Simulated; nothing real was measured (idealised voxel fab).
Process module, titled voxel quadruple lines
Pictured: cross-section cut, 225 nm wide, on a grid of 5 nm square cells.
The cross-sections in this document take the form of a grid made of square cells. They are written out as bands, in order from top to bottom. Each band consists of one or more rows of cells.
Top height, bottom height, nm. Materials left to right, width each, nm. Single material + "throughout" = fills band edge to edge. "blank" = empty.
Height reference: 0 = level under which incoming wafer is all one material. Lowest band: no bottom, runs on downward, e.g. "from 0 down".
A width such as "30->40" changes by the same amount from each row of cells to the next, from the band's top row to its bottom row.
Reading "remained the same" for a step: not a cell of the cross-section changed in it.
The list in "Completely sealed voids" covers empty spaces of 8 cells or more that cannot reach the top through any open way, and it gives each as width x height at distance; the distance is from the left edge, and width, height and distance are in nm.
Read whatever lies past the settings on a step's line as the simulator's own remark about the step.
The optional step-line setting "overlay nm" applies to steps with a mask and quantifies how far to the right of its planned location the mask lay, a negative value indicating leftward placement.
**So here's the lineup of process steps we planned**
1. RECEIVE with material Si
2. CONFORMAL_DEP with material Al2O3, thk nm 5
3. DIRECTIONAL_DEP with material TiN, thk nm 15
4. DIRECTIONAL_DEP with material polySi, thk nm 20
5. DIRECTIONAL_DEP with material aC, thk nm 25
6. PATTERN with tone cover, mask id MANDREL, material resist, width nm 25, pitch nm 80, thk nm 35, overlay nm 0
7. DIRECTIONAL_ETCH with etch materials aC, depth nm 25
8. STRIP with etch materials resist
9. CONFORMAL_DEP with material SiO2, thk nm 15
10. DIRECTIONAL_ETCH with etch materials SiO2, depth nm 15
11. STRIP with etch materials aC
12. DIRECTIONAL_ETCH with etch materials polySi, depth nm 20
13. STRIP with etch materials SiO2
14. CONFORMAL_DEP with material SiCN, thk nm 5
15. DIRECTIONAL_ETCH with etch materials SiCN, depth nm 5
16. STRIP with etch materials polySi
17. DIRECTIONAL_ETCH with etch materials TiN, depth nm 15
18. STRIP with etch materials SiCN
19. FILL_DEP with material SiO2, thk nm 10
20. CMP with height nm 20
**Delivered wafer in cross-section: state after step 1**
    from 0 down: Si throughout
    Completely sealed voids: none
**Wafer cross-section at module end: first of two, run to plan**
    from 20 to 5: SiO2 40, then TiN 5, then SiO2 15, then TiN 5, then SiO2 15, then TiN 5, then SiO2 15, then TiN 5, then SiO2 15, then TiN 5, then SiO2 15, then TiN 5, then SiO2 15, then TiN 5, then SiO2 15, then TiN 5, then SiO2 40
    from 5 to 0: Al2O3 throughout
    from 0 down: Si throughout
    Completely sealed voids: none
**The second wafer, shown in cross-section after the module: started the same way as the first and given the same plan, yet one mistake crept into how it was run**
    from 20 to 5: SiO2 35, then TiN 5, then SiO2 15, then TiN 5, then SiO2 15, then TiN 5, then SiO2 15, then TiN 5, then SiO2 15, then TiN 5, then SiO2 15, then TiN 5, then SiO2 15, then TiN 5, then SiO2 15, then TiN 5, then SiO2 45
    from 5 to 0: Al2O3 throughout
    from 0 down: Si throughout
    Completely sealed voids: none
In executing the process, a mistake was made relative to the plan: heads up, step 6 didn't go per plan, it actually ran as PATTERN with tone cover, mask id MANDREL, material resist, width nm 25, pitch nm 80, thk nm 35, overlay nm -5
End check, second vs first wafer: material counts in cells match, positions do not.
